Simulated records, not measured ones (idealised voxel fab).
Process module under the name voxel quadruple lines
Square cell edge 5 nm, section width 265 nm, ID cut.
When this document writes out a cross-section, it uses a grid of square cells and lists it as bands, beginning at the top and moving down, with a band standing for one or more rows of cells. Band: top height; bottom height; in nm. Then, left to right: material with width in nm, for each material. "edge to edge": a single material spanning edge to edge. "empty": empty space. The reference from which all heights are counted is 0, the level beneath which the as-received wafer is entirely one material; the lowest band, having no lower bound, proceeds downward and is written after the example "0 down". A two-number width, for instance "30->40", indicates that the width is equal to the first number in the top row of the band and to the second number in the bottom row, and that it changes by a constant amount per row of cells. What does "nothing changed" mean for a step? It means no cell of the cross-section changed in that step. The list in "Closed empty spaces" covers empty spaces of 8 cells or more that cannot reach the top through any open way, and it gives each as width x height at distance; the distance is from the left edge, and width, height and distance are in nm. Past the settings on a step's line: simulator remark, on that step. "overlay nm" denotes, for a step that has a mask, the displacement of the mask to the right of its planned place, with negative values corresponding to the left.
THE PLANNED PROCESS STEPS ARE ENUMERATED HEREUNDER
1. RECEIVE | material Si
2. CONFORMAL_DEP | material SiO2 | thk nm 10
3. DIRECTIONAL_DEP | material Ru | thk nm 15
4. DIRECTIONAL_DEP | material polySi | thk nm 20
5. DIRECTIONAL_DEP | material aC | thk nm 25
6. PATTERN | tone cover | mask id MANDREL | material resist | width nm 25 | thk nm 35 | overlay nm 0
7. DIRECTIONAL_ETCH | etch materials aC | depth nm 25
8. STRIP | etch materials resist
9. CONFORMAL_DEP | material SiO2 | thk nm 15
10. DIRECTIONAL_ETCH | etch materials SiO2 | depth nm 15
11. STRIP | etch materials aC
12. DIRECTIONAL_ETCH | etch materials polySi | depth nm 20
13. STRIP | etch materials SiO2
14. CONFORMAL_DEP | material SiN | thk nm 5
15. DIRECTIONAL_ETCH | etch materials SiN | depth nm 5
16. STRIP | etch materials polySi
17. DIRECTIONAL_ETCH | etch materials Ru | depth nm 15
18. STRIP | etch materials SiN
WAFER AT RECEIPT (POST STEP 1), CROSS-SECTION
    0 down  Si edge to edge
    Closed empty spaces: none
FIRST WAFER OF TWO, SECTIONED AT END OF MODULE; RUN WENT PER PLAN
    25 to 10  empty=100 | Ru=5 | empty=15 | Ru=5 | empty=15 | Ru=5 | empty=15 | Ru=5 | empty=100
    10 to 0  SiO2 edge to edge
    0 down  Si edge to edge
    Closed empty spaces: none
CROSS-SECTION OF THE LATTER OF THE TWO WAFERS AT MODULE COMPLETION. IT HAD AN IDENTICAL START AND AN IDENTICAL PLAN TO THE FORMER; IN RUNNING IT, ONE MISTAKE WAS MADE
    15 to 0  empty=100 | Ru=5 | empty=15 | Ru=5 | empty=15 | Ru=5 | empty=15 | Ru=5 | empty=100
    0 down  Si edge to edge
    Closed empty spaces: none
Deviation noted in wafer processing: step 2 was dropped from the plan's execution and never run
Upon completion, the second wafer contains, in terms of cells, a greater or smaller amount of certain materials than the first wafer: SiO2 -106
